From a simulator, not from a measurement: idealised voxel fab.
This section sets out a process module, namely voxel air gaps.
Pictured: cross-section cut, 215 nm wide, on a grid of 5 nm square cells.
When this document writes out a cross-section, it uses a grid of square cells and lists it as bands, beginning at the top and moving down, with a band standing for one or more rows of cells. For a band, the entry starts with two heights in nm, that of the top and then that of the bottom, and carries on with the band's materials in order from left to right, each alongside its width in nm; the word "full width" beside a single material means it fills the band edge to edge, and "empty" means empty space. Height 0 is the level under which the wafer as received is all one material. The lowest band goes on downwards, as in "0 down". Top row gets the first number, bottom row gets the second, and each row in between changes by the same step: that is how a band width like "30->40" works. You'll sometimes find "remains unaltered" written for a step, and that's the way of saying that nowhere in the cross-section did a cell change during that step. "Enclosed empty spaces" enumerates empty spaces isolated from the top, with no open way to it, that contain at least 8 cells, giving each as width x height at distance from the left edge, all three in nm. Note: text after step settings on the step line = simulator remark on that step. overlay nm: how far to the right of its planned place the mask lay on this masked step (negative: to the left).

plan:
1. RECEIVE, material Si
2. CONFORMAL_DEP, material SiO2, thk nm 10
3. CONFORMAL_DEP, material SiN, thk nm 5
4. DIRECTIONAL_DEP, material SiO2, thk nm 40
5. DIRECTIONAL_DEP, material aC, thk nm 10
6. PATTERN, tone open, mask id LINES, material resist, width nm 20, pitch nm 45, thk nm 25, overlay nm 0
7. DIRECTIONAL_ETCH, etch materials aC, depth nm 10
8. STRIP, etch materials resist
9. DIRECTIONAL_ETCH, etch materials SiO2, depth nm 40
10. STRIP, etch materials aC
11. CONFORMAL_DEP, material TiN, thk nm 5
12. FILL_DEP, material Ru, thk nm 5
13. CMP, height nm 55
14. EPI, material Ru, thk nm 10
15. SELECTIVE_ETCH, etch materials SiO2, depth nm 50
16. CONFORMAL_DEP, material SiN, thk nm 5

This is the cross-section of the wafer as we received it, i.e. after step 1:
	0 down  Si full width
	Enclosed empty spaces: none

This is how the wafer looks in cross-section once the module is done, given the starting state and plan above and one mistake in carrying the plan out:
	70 to 65  empty 25 nm, then SiN 185 nm, then empty 5 nm
	65 to 55  empty 25 nm, then SiN 5 nm, then Ru 40 nm, then SiN 5 nm, then Ru 40 nm, then SiN 5 nm, then Ru 40 nm, then SiN 5 nm, then Ru 40 nm, then SiN 5 nm, then empty 5 nm
	55 to 50  empty 25 nm, then SiN 15 nm, then TiN 5 nm, then Ru 10 nm, then TiN 5 nm, then SiN 25 nm, then TiN 5 nm, then Ru 10 nm, then TiN 5 nm, then SiN 25 nm, then TiN 5 nm, then Ru 10 nm, then TiN 5 nm, then SiN 25 nm, then TiN 5 nm, then Ru 10 nm, then TiN 5 nm, then SiN 15 nm, then empty 5 nm
	50 to 20  empty 35 nm, then SiN 5 nm, then TiN 5 nm, then Ru 10 nm, then TiN 5 nm, then SiN 5 nm, then empty 15 nm, then SiN 5 nm, then TiN 5 nm, then Ru 10 nm, then TiN 5 nm, then SiN 5 nm, then empty 15 nm, then SiN 5 nm, then TiN 5 nm, then Ru 10 nm, then TiN 5 nm, then SiN 5 nm, then empty 15 nm, then SiN 5 nm, then TiN 5 nm, then Ru 10 nm, then TiN 5 nm, then SiN 5 nm, then empty 15 nm
	20 to 15  SiN 40 nm, then TiN 20 nm, then SiN 25 nm, then TiN 20 nm, then SiN 25 nm, then TiN 20 nm, then SiN 25 nm, then TiN 20 nm, then SiN 20 nm
	15 to 10  SiN full width
	10 to 0  SiO2 full width
	0 down  Si full width
	Enclosed empty spaces: 15 x 30 at 65; 15 x 30 at 110; 15 x 30 at 155
Misprocessing identified: the process deviated at step 6: the operation and settings actually run there were PATTERN, tone open, mask id LINES, material resist, width nm 20, pitch nm 45, thk nm 25, overlay nm 10
